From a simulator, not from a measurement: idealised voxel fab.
Presented below is a process module, voxel self aligned vias.
It is cross-section cut that appears here, measuring 290 nm in width, its square cells being 5 nm in size.
We lay out every cross-section as a grid of square cells and spell it out in bands from the top down, where one band means one or more rows of cells. Top, bottom (nm), then materials left to right with widths (nm); lone material tagged "edge to edge" fills the whole band edge to edge; "blank" = empty space. Note: height 0 marks the level under which the wafer is uniformly one material as received. Lowest band unbounded below, written "from 0 down". Top row gets the first number, bottom row gets the second, and each row in between changes by the same step: that is how a band width like "30 to 40" works. Where the words "nothing changed" appear for a step, the cross-section shows no cell changed by that step; every cell remained as before. Reported under the label "Closed void list" are the empty spaces having no open way to the top and comprising 8 cells or more; the notation for each is width x height at distance, in which the distance is measured from the left edge and all three values are in nm. It should be noted that, on the line of a given step, the content following the step's settings is a remark produced by the simulator itself with respect to that step. The line of a step may include "overlay nm". On a step with a mask, this value is how far to the right of its planned place the mask lay. A negative value means the mask lay to the left.

# Planned step list for the process
- 1: RECEIVE, material Si
- 2: CONFORMAL_DEP, material SiO2, thk nm 15
- 3: CONFORMAL_DEP, material SiCN, thk nm 5
- 4: DIRECTIONAL_DEP, material SiO2, thk nm 30
- 5: DIRECTIONAL_DEP, material aC, thk nm 15
- 6: PATTERN, tone open, mask id LINES, material resist, width nm 30, pitch nm 70, thk nm 30, overlay nm 0
- 7: DIRECTIONAL_ETCH, etch materials aC, depth nm 15
- 8: STRIP, etch materials resist
- 9: DIRECTIONAL_ETCH, etch materials SiO2, depth nm 30
- 10: STRIP, etch materials aC
- 11: CONFORMAL_DEP, material TiN, thk nm 5
- 12: FILL_DEP, material W, thk nm 10
- 13: CMP, height nm 50
- 14: SELECTIVE_ETCH, etch materials W Ru TiN, depth nm 10
- 15: FILL_DEP, material SiN, thk nm 5
- 16: CMP, height nm 50
- 17: DIRECTIONAL_DEP, material SiO2, thk nm 15
- 18: DIRECTIONAL_DEP, material aC, thk nm 15
- 19: PATTERN, tone open, mask id VIAS, material resist, width nm 50, pitch nm 70, thk nm 30, overlay nm 0
- 20: DIRECTIONAL_ETCH, etch materials aC, depth nm 15
- 21: STRIP, etch materials resist
- 22: DIRECTIONAL_ETCH, etch materials SiO2, depth nm 15
- 23: DIRECTIONAL_ETCH, etch materials SiN, depth nm 10
- 24: STRIP, etch materials aC
- 25: CONFORMAL_DEP, material TiN, thk nm 5
- 26: FILL_DEP, material W, thk nm 5
- 27: CMP, height nm 65
- 28: CONFORMAL_DEP, material SiCN, thk nm 5

# Cross-section: wafer on arrival = after step 1
  from 0 down = Si edge to edge
  Closed void list: none

# Post-module cross-section of the first of two wafers (run per plan)
  from 70 to 65 = SiCN edge to edge
  from 65 to 55 = 85 SiO2, then 5 TiN, then 40 W, then 5 TiN, then 20 SiO2, then 5 TiN, then 40 W, then 5 TiN, then 85 SiO2
  from 55 to 45 = 85 to 95 SiO2, then 15 to 5 TiN, then 20 W, then 15 to 5 TiN, then 20 to 40 SiO2, then 15 to 5 TiN, then 20 W, then 15 to 5 TiN, then 85 to 95 SiO2
  from 45 to 40 = 95 SiO2, then 30 TiN, then 40 SiO2, then 30 TiN, then 95 SiO2
  from 40 to 25 = 95 SiO2, then 5 TiN, then 20 W, then 5 TiN, then 40 SiO2, then 5 TiN, then 20 W, then 5 TiN, then 95 SiO2
  from 25 to 20 = 95 SiO2, then 30 TiN, then 40 SiO2, then 30 TiN, then 95 SiO2
  from 20 to 15 = SiCN edge to edge
  from 15 to 0 = SiO2 edge to edge
  from 0 down = Si edge to edge
  Closed void list: none

# second wafer at the end: like start, like plan, one mistake
  from 70 to 65 = SiCN edge to edge
  from 65 to 55 = 85 SiO2, then 5 TiN, then 40 W, then 5 TiN, then 20 SiO2, then 5 TiN, then 40 W, then 5 TiN, then 85 SiO2
  from 55 to 45 = 85 to 95 SiO2, then 15 to 5 TiN, then 20 W, then 15 to 5 TiN, then 20 to 40 SiO2, then 15 to 5 TiN, then 20 W, then 15 to 5 TiN, then 85 to 95 SiO2
  from 45 to 40 = 95 SiO2, then 30 TiN, then 40 SiO2, then 30 TiN, then 95 SiO2
  from 40 to 25 = 95 SiO2, then 5 SiN, then 20 W, then 5 SiN, then 40 SiO2, then 5 SiN, then 20 W, then 5 SiN, then 95 SiO2
  from 25 to 20 = 95 SiO2, then 30 SiN, then 40 SiO2, then 30 SiN, then 95 SiO2
  from 20 to 15 = SiCN edge to edge
  from 15 to 0 = SiO2 edge to edge
  from 0 down = Si edge to edge
  Closed void list: none
Want to know what went wrong? step 11 deviated from plan and actually ran as CONFORMAL_DEP, material SiN, thk nm 5
Wrapping up, a cell-based count of both wafers puts the second over or under the first for these materials: SiN +24, TiN -24
